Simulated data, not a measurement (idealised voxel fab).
process module | voxel self aligned contacts
cross-section cut | 245 nm wide | cells 5 nm
A cross-section is a grid of square cells, given in bands from the top down. A band is one or more rows of cells.
Each band's line starts with the height of the band's top and of its bottom, in nm. Then come its materials from left to right, each with its width in nm. One material with "throughout" fills the band from edge to edge. "air" is empty space.
Height 0 is the level under which the wafer as received is all one material. The lowest band goes on downwards, as in "0 down".
A width such as "30 to 40" changes by the same amount from each row of cells to the next, from the band's top row to its bottom row.
"no change" after a step means that no cell of the cross-section changed.
closed voids: empty space of 8 cells or more with no open way to the top, each as width x height at its distance from the left edge, in nm
after a step's settings: what the simulator itself notes on the step
overlay nm, on a step with a mask: how far to the right of its planned place the mask lay; to the left if negative
plan
1 op RECEIVE | material Si
2 op OXIDIZE | depth nm 5
3 op DIRECTIONAL_DEP | material polySi | thk nm 30
4 op DIRECTIONAL_DEP | material SiN | thk nm 20
5 op DIRECTIONAL_DEP | material aC | thk nm 10
6 op PATTERN | tone cover | mask id GATE | material resist | width nm 35 | pitch nm 80 | thk nm 30 | overlay nm 0
7 op DIRECTIONAL_ETCH | etch materials aC | depth nm 10
8 op STRIP | etch materials resist
9 op DIRECTIONAL_ETCH | etch materials SiN | depth nm 20
10 op DIRECTIONAL_ETCH | etch materials polySi | depth nm 30
11 op STRIP | etch materials aC
12 op CONFORMAL_DEP | material SiN | thk nm 10
13 op DIRECTIONAL_ETCH | etch materials SiN | depth nm 10
14 op FILL_DEP | material SiO2 | thk nm 10
15 op CMP | height nm 55
16 op MASKED_ETCH | tone open | mask id CONTACT | width nm 55 | etch materials SiO2 | depth nm 60 | overlay nm 0
17 op CONFORMAL_DEP | material TiN | thk nm 5
18 op FILL_DEP | material Ru | thk nm 5
19 op CMP | height nm 55
20 op CONFORMAL_DEP | material SiN | thk nm 5
first wafer, as planned
as received, after step 1
  0 down: Si throughout
  closed voids: none
after step 2
  0 to -5: SiO2 throughout
  below -5: unchanged
after step 3
  30 to 0: polySi throughout
  below 0: unchanged
after step 4
  50 to 30: SiN throughout
  below 30: unchanged
after step 5
  60 to 50: aC throughout
  below 50: unchanged
after step 6
  90 to 60: air 65 | resist 35 | air 45 | resist 35 | air 65
  below 60: unchanged
after step 7
  80 to 60: air 65 | resist 35 | air 45 | resist 35 | air 65
  60 to 50: air 65 | aC 35 | air 45 | aC 35 | air 65
  below 50: unchanged
after step 8
  60 to 50: air 65 | aC 35 | air 45 | aC 35 | air 65
  below 50: unchanged
after step 9
  60 to 50: air 65 | aC 35 | air 45 | aC 35 | air 65
  50 to 30: air 65 | SiN 35 | air 45 | SiN 35 | air 65
  below 30: unchanged
after step 10
  60 to 50: air 65 | aC 35 | air 45 | aC 35 | air 65
  50 to 30: air 65 | SiN 35 | air 45 | SiN 35 | air 65
  30 to 0: air 65 | polySi 35 | air 45 | polySi 35 | air 65
  below 0: unchanged
after step 11
  50 to 30: air 65 | SiN 35 | air 45 | SiN 35 | air 65
  below 30: unchanged
after step 12
  60 to 30: air 55 | SiN 55 | air 25 | SiN 55 | air 55
  30 to 10: air 55 | SiN 10 | polySi 35 | SiN 10 | air 25 | SiN 10 | polySi 35 | SiN 10 | air 55
  10 to 0: SiN 65 | polySi 35 | SiN 45 | polySi 35 | SiN 65
  below 0: unchanged
after step 13
  50 to 30: air 55 | SiN 55 | air 25 | SiN 55 | air 55
  30 to 0: air 55 | SiN 10 | polySi 35 | SiN 10 | air 25 | SiN 10 | polySi 35 | SiN 10 | air 55
  below 0: unchanged
after step 14
  60 to 50: SiO2 throughout
  50 to 30: SiO2 55 | SiN 55 | SiO2 25 | SiN 55 | SiO2 55
  30 to 0: SiO2 55 | SiN 10 | polySi 35 | SiN 10 | SiO2 25 | SiN 10 | polySi 35 | SiN 10 | SiO2 55
  below 0: unchanged
after step 15
  55 to 50: SiO2 throughout
  below 50: unchanged
after step 16
  55 to 50: SiO2 95 | air 55 | SiO2 95
  50 to 30: SiO2 55 | SiN 55 | air 25 | SiN 55 | SiO2 55
  30 to 0: SiO2 55 | SiN 10 | polySi 35 | SiN 10 | air 25 | SiN 10 | polySi 35 | SiN 10 | SiO2 55
  0 to -5: SiO2 110 | air 25 | SiO2 110
  below -5: unchanged
after step 17
  60 to 55: TiN 100 | air 45 | TiN 100
  55 to 50: SiO2 95 | TiN 20 | air 15 | TiN 20 | SiO2 95
  50 to 30: SiO2 55 | SiN 55 | TiN 5 | air 15 | TiN 5 | SiN 55 | SiO2 55
  30 to 0: SiO2 55 | SiN 10 | polySi 35 | SiN 10 | TiN 5 | air 15 | TiN 5 | SiN 10 | polySi 35 | SiN 10 | SiO2 55
  0 to -5: SiO2 110 | TiN 25 | SiO2 110
  below -5: unchanged
after step 18
  65 to 60: Ru throughout
  60 to 55: TiN 100 | Ru 45 | TiN 100
  55 to 50: SiO2 95 | TiN 20 | Ru 15 | TiN 20 | SiO2 95
  50 to 30: SiO2 55 | SiN 55 | TiN 5 | Ru 15 | TiN 5 | SiN 55 | SiO2 55
  30 to 0: SiO2 55 | SiN 10 | polySi 35 | SiN 10 | TiN 5 | Ru 15 | TiN 5 | SiN 10 | polySi 35 | SiN 10 | SiO2 55
  below 0: unchanged
after step 19
  55 to 50: SiO2 95 | TiN 20 | Ru 15 | TiN 20 | SiO2 95
  below 50: unchanged
after step 20
  60 to 55: SiN throughout
  below 55: unchanged
second wafer: like start, like plan, one mistake. Through step 5 it matches the first wafer
when step 6 should have ended
  90 to 60: resist 65 | air 35 | resist 45 | air 35 | resist 65
  below 60: unchanged
when step 7 should have ended
  80 to 60: resist 65 | air 35 | resist 45 | air 35 | resist 65
  60 to 50: aC 65 | air 35 | aC 45 | air 35 | aC 65
  below 50: unchanged
when step 8 should have ended
  60 to 50: aC 65 | air 35 | aC 45 | air 35 | aC 65
  below 50: unchanged
when step 9 should have ended
  60 to 50: aC 65 | air 35 | aC 45 | air 35 | aC 65
  50 to 30: SiN 65 | air 35 | SiN 45 | air 35 | SiN 65
  below 30: unchanged
when step 10 should have ended
  60 to 50: aC 65 | air 35 | aC 45 | air 35 | aC 65
  50 to 30: SiN 65 | air 35 | SiN 45 | air 35 | SiN 65
  30 to 0: polySi 65 | air 35 | polySi 45 | air 35 | polySi 65
  below 0: unchanged
when step 11 should have ended
  50 to 30: SiN 65 | air 35 | SiN 45 | air 35 | SiN 65
  below 30: unchanged
when step 12 should have ended
  60 to 30: SiN 75 | air 15 | SiN 65 | air 15 | SiN 75
  30 to 10: polySi 65 | SiN 10 | air 15 | SiN 10 | polySi 45 | SiN 10 | air 15 | SiN 10 | polySi 65
  10 to 0: polySi 65 | SiN 35 | polySi 45 | SiN 35 | polySi 65
  below 0: unchanged
when step 13 should have ended
  50 to 30: SiN 75 | air 15 | SiN 65 | air 15 | SiN 75
  30 to 0: polySi 65 | SiN 10 | air 15 | SiN 10 | polySi 45 | SiN 10 | air 15 | SiN 10 | polySi 65
  below 0: unchanged
when step 14 should have ended
  60 to 50: SiO2 throughout
  50 to 30: SiN 75 | SiO2 15 | SiN 65 | SiO2 15 | SiN 75
  30 to 0: polySi 65 | SiN 10 | SiO2 15 | SiN 10 | polySi 45 | SiN 10 | SiO2 15 | SiN 10 | polySi 65
  below 0: unchanged
when step 15 should have ended
  55 to 50: SiO2 throughout
  below 50: unchanged
when step 16 should have ended
  55 to 50: SiO2 95 | air 55 | SiO2 95
  below 50: unchanged
when step 17 should have ended
  60 to 55: TiN 100 | air 45 | TiN 100
  55 to 50: SiO2 95 | TiN 55 | SiO2 95
  below 50: unchanged
when step 18 should have ended
  65 to 60: Ru throughout
  60 to 55: TiN 100 | Ru 45 | TiN 100
  below 55: unchanged
when step 19 should have ended
  55 to 50: SiO2 95 | TiN 55 | SiO2 95
  below 50: unchanged
when step 20 should have ended
  60 to 55: SiN throughout
  below 55: unchanged
what went wrong: step 6 ran as: op PATTERN | tone open | mask id GATE | material resist | width nm 35 | pitch nm 80 | thk nm 30 | overlay nm 0
at the end the second wafer has, in cells: 33 fewer of Ru | 84 more of SiN | 155 fewer of SiO2 | 22 fewer of TiN | 126 more of polySi
